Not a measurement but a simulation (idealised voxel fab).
Name of the process module below: voxel self aligned contacts
Displayed cross-section: cut, width of 165 nm, square cells sized 5 nm.
Throughout this document, each cross-section is represented as a grid of square cells and is presented as a sequence of bands enumerated from the top downward, where a band comprises one or more rows of cells. In this notation a band is specified by the heights of its top and bottom, in that order and in nm, after which its materials appear from left to right, each paired with its width in nm. The word "everywhere" attached to a single material means that material fills the band from edge to edge; the word "air" stands for empty space. It should be noted that heights are counted from 0, beneath which the wafer as supplied is of one material throughout, and that the lowest band possesses no lower boundary but continues downward, as written in "0 nm and below". A two-number width, for instance "30->40", indicates that the width is equal to the first number in the top row of the band and to the second number in the bottom row, and that it changes by a constant amount per row of cells. A step reported as "nothing altered" is a step in which no cell of the cross-section changed. Empty spaces counting at least 8 cells and having no open way to the top are listed in "Enclosed void catalog". The notation width x height at distance is used for each, the distance being from the left edge and all three values in nm. Where a step's line continues beyond its settings, the continuation is a remark by the simulator itself on that step. For masked steps, "overlay nm" on the step line gives how far right of plan the mask actually lay; a minus sign means it lay to the left.
Process steps foreseen in the plan:
1: RECEIVE: material Si
2: CONFORMAL_DEP: material SiO2, thk nm 5
3: DIRECTIONAL_DEP: material polySi, thk nm 20
4: DIRECTIONAL_DEP: material SiN, thk nm 20
5: DIRECTIONAL_DEP: material aC, thk nm 15
6: PATTERN: tone cover, mask id GATE, material resist, width nm 30, pitch nm 75, thk nm 35, overlay nm 0
7: DIRECTIONAL_ETCH: etch materials aC, depth nm 15
8: STRIP: etch materials resist
9: DIRECTIONAL_ETCH: etch materials SiN, depth nm 20
10: DIRECTIONAL_ETCH: etch materials polySi, depth nm 20
11: STRIP: etch materials aC
12: CONFORMAL_DEP: material SiN, thk nm 10
13: DIRECTIONAL_ETCH: etch materials SiN, depth nm 10
14: FILL_DEP: material SiO2, thk nm 15
15: CMP: height nm 55
16: DIRECTIONAL_DEP: material aC, thk nm 10
17: PATTERN: tone open, mask id CONTACT, material resist, width nm 55, thk nm 30, overlay nm 0
18: DIRECTIONAL_ETCH: etch materials aC, depth nm 10
19: STRIP: etch materials resist
20: DIRECTIONAL_ETCH: etch materials SiO2, depth nm 55
21: STRIP: etch materials aC
22: CONFORMAL_DEP: material TiN, thk nm 5
23: FILL_DEP: material Ru, thk nm 10
24: CMP: height nm 55
25: CONFORMAL_DEP: material SiCN, thk nm 5
So, the first of our two wafers, run just as we planned it:
Cross-section of the wafer at receipt, which is the condition after step 1:
> 0 nm and below | Si everywhere
> Enclosed void catalog: none
So this is the wafer cross-section right after step 2:
> 5 nm to 0 nm | SiO2 everywhere
> Unchanged below 0.
So this is the wafer cross-section right after step 3:
> 25 nm to 5 nm | polySi everywhere
> Unchanged below 5.
So this is the wafer cross-section right after step 4:
> 45 nm to 25 nm | SiN everywhere
> Unchanged below 25.
So this is the wafer cross-section right after step 5:
> 60 nm to 45 nm | aC everywhere
> Unchanged below 45.
So this is the wafer cross-section right after step 6:
> 95 nm to 60 nm | air: 30 / resist: 30 / air: 45 / resist: 30 / air: 30
> Unchanged below 60.
So this is the wafer cross-section right after step 7:
> 80 nm to 60 nm | air: 30 / resist: 30 / air: 45 / resist: 30 / air: 30
> 60 nm to 45 nm | air: 30 / aC: 30 / air: 45 / aC: 30 / air: 30
> Unchanged below 45.
So this is the wafer cross-section right after step 8:
> 60 nm to 45 nm | air: 30 / aC: 30 / air: 45 / aC: 30 / air: 30
> Unchanged below 45.
So this is the wafer cross-section right after step 9:
> 60 nm to 45 nm | air: 30 / aC: 30 / air: 45 / aC: 30 / air: 30
> 45 nm to 25 nm | air: 30 / SiN: 30 / air: 45 / SiN: 30 / air: 30
> Unchanged below 25.
So this is the wafer cross-section right after step 10:
> 60 nm to 45 nm | air: 30 / aC: 30 / air: 45 / aC: 30 / air: 30
> 45 nm to 25 nm | air: 30 / SiN: 30 / air: 45 / SiN: 30 / air: 30
> 25 nm to 5 nm | air: 30 / polySi: 30 / air: 45 / polySi: 30 / air: 30
> Unchanged below 5.
So this is the wafer cross-section right after step 11:
> 45 nm to 25 nm | air: 30 / SiN: 30 / air: 45 / SiN: 30 / air: 30
> Unchanged below 25.
So this is the wafer cross-section right after step 12:
> 55 nm to 25 nm | air: 20 / SiN: 50 / air: 25 / SiN: 50 / air: 20
> 25 nm to 15 nm | air: 20 / SiN: 10 / polySi: 30 / SiN: 10 / air: 25 / SiN: 10 / polySi: 30 / SiN: 10 / air: 20
> 15 nm to 5 nm | SiN: 30 / polySi: 30 / SiN: 45 / polySi: 30 / SiN: 30
> Unchanged below 5.
So this is the wafer cross-section right after step 13:
> 45 nm to 25 nm | air: 20 / SiN: 50 / air: 25 / SiN: 50 / air: 20
> 25 nm to 5 nm | air: 20 / SiN: 10 / polySi: 30 / SiN: 10 / air: 25 / SiN: 10 / polySi: 30 / SiN: 10 / air: 20
> Unchanged below 5.
So this is the wafer cross-section right after step 14:
> 60 nm to 45 nm | SiO2 everywhere
> 45 nm to 25 nm | SiO2: 20 / SiN: 50 / SiO2: 25 / SiN: 50 / SiO2: 20
> 25 nm to 5 nm | SiO2: 20 / SiN: 10 / polySi: 30 / SiN: 10 / SiO2: 25 / SiN: 10 / polySi: 30 / SiN: 10 / SiO2: 20
> Unchanged below 5.
So this is the wafer cross-section right after step 15:
> 55 nm to 45 nm | SiO2 everywhere
> Unchanged below 45.
So this is the wafer cross-section right after step 16:
> 65 nm to 55 nm | aC everywhere
> Unchanged below 55.
So this is the wafer cross-section right after step 17:
> 95 nm to 65 nm | resist: 55 / air: 55 / resist: 55
> Unchanged below 65.
So this is the wafer cross-section right after step 18:
> 85 nm to 65 nm | resist: 55 / air: 55 / resist: 55
> 65 nm to 55 nm | aC: 55 / air: 55 / aC: 55
> Unchanged below 55.
So this is the wafer cross-section right after step 19:
> 65 nm to 55 nm | aC: 55 / air: 55 / aC: 55
> Unchanged below 55.
So this is the wafer cross-section right after step 20:
> 65 nm to 55 nm | aC: 55 / air: 55 / aC: 55
> 55 nm to 45 nm | SiO2: 55 / air: 55 / SiO2: 55
> 45 nm to 25 nm | SiO2: 20 / SiN: 50 / air: 25 / SiN: 50 / SiO2: 20
> 25 nm to 5 nm | SiO2: 20 / SiN: 10 / polySi: 30 / SiN: 10 / air: 25 / SiN: 10 / polySi: 30 / SiN: 10 / SiO2: 20
> 5 nm to 0 nm | SiO2: 70 / air: 25 / SiO2: 70
> Unchanged below 0.
So this is the wafer cross-section right after step 21:
> 55 nm to 45 nm | SiO2: 55 / air: 55 / SiO2: 55
> Unchanged below 45.
So this is the wafer cross-section right after step 22:
> 60 nm to 55 nm | TiN: 60 / air: 45 / TiN: 60
> 55 nm to 45 nm | SiO2: 55 / TiN: 5->20 / air: 45->15 / TiN: 5->20 / SiO2: 55
> 45 nm to 25 nm | SiO2: 20 / SiN: 50 / TiN: 5 / air: 15 / TiN: 5 / SiN: 50 / SiO2: 20
> 25 nm to 5 nm | SiO2: 20 / SiN: 10 / polySi: 30 / SiN: 10 / TiN: 5 / air: 15 / TiN: 5 / SiN: 10 / polySi: 30 / SiN: 10 / SiO2: 20
> 5 nm to 0 nm | SiO2: 70 / TiN: 25 / SiO2: 70
> Unchanged below 0.
So this is the wafer cross-section right after step 23:
> 70 nm to 60 nm | Ru everywhere
> 60 nm to 55 nm | TiN: 60 / Ru: 45 / TiN: 60
> 55 nm to 45 nm | SiO2: 55 / TiN: 5->20 / Ru: 45->15 / TiN: 5->20 / SiO2: 55
> 45 nm to 25 nm | SiO2: 20 / SiN: 50 / TiN: 5 / Ru: 15 / TiN: 5 / SiN: 50 / SiO2: 20
> 25 nm to 5 nm | SiO2: 20 / SiN: 10 / polySi: 30 / SiN: 10 / TiN: 5 / Ru: 15 / TiN: 5 / SiN: 10 / polySi: 30 / SiN: 10 / SiO2: 20
> Unchanged below 5.
So this is the wafer cross-section right after step 24:
> 55 nm to 45 nm | SiO2: 55 / TiN: 5->20 / Ru: 45->15 / TiN: 5->20 / SiO2: 55
> Unchanged below 45.
So this is the wafer cross-section right after step 25:
> 60 nm to 55 nm | SiCN everywhere
> Unchanged below 55.
The second wafer began exactly as the first did and followed the same plan, but one mistake was made while running it; through step 5 inclusive, the two wafers are identical:
Second wafer shown in cross-section at the time step 6 was slated to end:
> 95 nm to 60 nm | resist: 30 / air: 30 / resist: 45 / air: 30 / resist: 30
> Unchanged below 60.
Second wafer shown in cross-section at the time step 7 was slated to end:
> 80 nm to 60 nm | resist: 30 / air: 30 / resist: 45 / air: 30 / resist: 30
> 60 nm to 45 nm | aC: 30 / air: 30 / aC: 45 / air: 30 / aC: 30
> Unchanged below 45.
Second wafer shown in cross-section at the time step 8 was slated to end:
> 60 nm to 45 nm | aC: 30 / air: 30 / aC: 45 / air: 30 / aC: 30
> Unchanged below 45.
Second wafer shown in cross-section at the time step 9 was slated to end:
> 60 nm to 45 nm | aC: 30 / air: 30 / aC: 45 / air: 30 / aC: 30
> 45 nm to 25 nm | SiN: 30 / air: 30 / SiN: 45 / air: 30 / SiN: 30
> Unchanged below 25.
Second wafer shown in cross-section at the time step 10 was slated to end:
> 60 nm to 45 nm | aC: 30 / air: 30 / aC: 45 / air: 30 / aC: 30
> 45 nm to 25 nm | SiN: 30 / air: 30 / SiN: 45 / air: 30 / SiN: 30
> 25 nm to 5 nm | polySi: 30 / air: 30 / polySi: 45 / air: 30 / polySi: 30
> Unchanged below 5.
Second wafer shown in cross-section at the time step 11 was slated to end:
> 45 nm to 25 nm | SiN: 30 / air: 30 / SiN: 45 / air: 30 / SiN: 30
> Unchanged below 25.
Second wafer shown in cross-section at the time step 12 was slated to end:
> 55 nm to 25 nm | SiN: 40 / air: 10 / SiN: 65 / air: 10 / SiN: 40
> 25 nm to 15 nm | polySi: 30 / SiN: 10 / air: 10 / SiN: 10 / polySi: 45 / SiN: 10 / air: 10 / SiN: 10 / polySi: 30
> 15 nm to 5 nm | polySi: 30 / SiN: 30 / polySi: 45 / SiN: 30 / polySi: 30
> Unchanged below 5.
Second wafer shown in cross-section at the time step 13 was slated to end:
> 45 nm to 25 nm | SiN: 40 / air: 10 / SiN: 65 / air: 10 / SiN: 40
> 25 nm to 5 nm | polySi: 30 / SiN: 10 / air: 10 / SiN: 10 / polySi: 45 / SiN: 10 / air: 10 / SiN: 10 / polySi: 30
> Unchanged below 5.
Second wafer shown in cross-section at the time step 14 was slated to end:
> 60 nm to 45 nm | SiO2 everywhere
> 45 nm to 25 nm | SiN: 40 / SiO2: 10 / SiN: 65 / SiO2: 10 / SiN: 40
> 25 nm to 5 nm | polySi: 30 / SiN: 10 / SiO2: 10 / SiN: 10 / polySi: 45 / SiN: 10 / SiO2: 10 / SiN: 10 / polySi: 30
> Unchanged below 5.
Second wafer shown in cross-section at the time step 15 was slated to end:
> 55 nm to 45 nm | SiO2 everywhere
> Unchanged below 45.
Second wafer shown in cross-section at the time step 16 was slated to end:
> 65 nm to 55 nm | aC everywhere
> Unchanged below 55.
Second wafer shown in cross-section at the time step 17 was slated to end:
> 95 nm to 65 nm | resist: 55 / air: 55 / resist: 55
> Unchanged below 65.
Second wafer shown in cross-section at the time step 18 was slated to end:
> 85 nm to 65 nm | resist: 55 / air: 55 / resist: 55
> 65 nm to 55 nm | aC: 55 / air: 55 / aC: 55
> Unchanged below 55.
Second wafer shown in cross-section at the time step 19 was slated to end:
> 65 nm to 55 nm | aC: 55 / air: 55 / aC: 55
> Unchanged below 55.
Second wafer shown in cross-section at the time step 20 was slated to end:
> 65 nm to 55 nm | aC: 55 / air: 55 / aC: 55
> 55 nm to 45 nm | SiO2: 55 / air: 55 / SiO2: 55
> Unchanged below 45.
Second wafer shown in cross-section at the time step 21 was slated to end:
> 55 nm to 45 nm | SiO2: 55 / air: 55 / SiO2: 55
> Unchanged below 45.
Second wafer shown in cross-section at the time step 22 was slated to end:
> 60 nm to 55 nm | TiN: 60 / air: 45 / TiN: 60
> 55 nm to 50 nm | SiO2: 55 / TiN: 5 / air: 45 / TiN: 5 / SiO2: 55
> 50 nm to 45 nm | SiO2: 55 / TiN: 55 / SiO2: 55
> Unchanged below 45.
Second wafer shown in cross-section at the time step 23 was slated to end:
> 70 nm to 60 nm | Ru everywhere
> 60 nm to 55 nm | TiN: 60 / Ru: 45 / TiN: 60
> 55 nm to 50 nm | SiO2: 55 / TiN: 5 / Ru: 45 / TiN: 5 / SiO2: 55
> Unchanged below 50.
Second wafer shown in cross-section at the time step 24 was slated to end:
> 55 nm to 50 nm | SiO2: 55 / TiN: 5 / Ru: 45 / TiN: 5 / SiO2: 55
> Unchanged below 50.
Second wafer shown in cross-section at the time step 25 was slated to end:
> 60 nm to 55 nm | SiCN everywhere
> Unchanged below 55.
Nonconformance to the process plan: step 6 changed vs plan, executed as PATTERN: tone open, mask id GATE, material resist, width nm 30, pitch nm 75, thk nm 35, overlay nm 0
End check, counted in cells, second wafer has more or fewer of these materials than the first: -27 Ru, +36 SiN, -27 SiO2, -18 TiN, +36 polySi
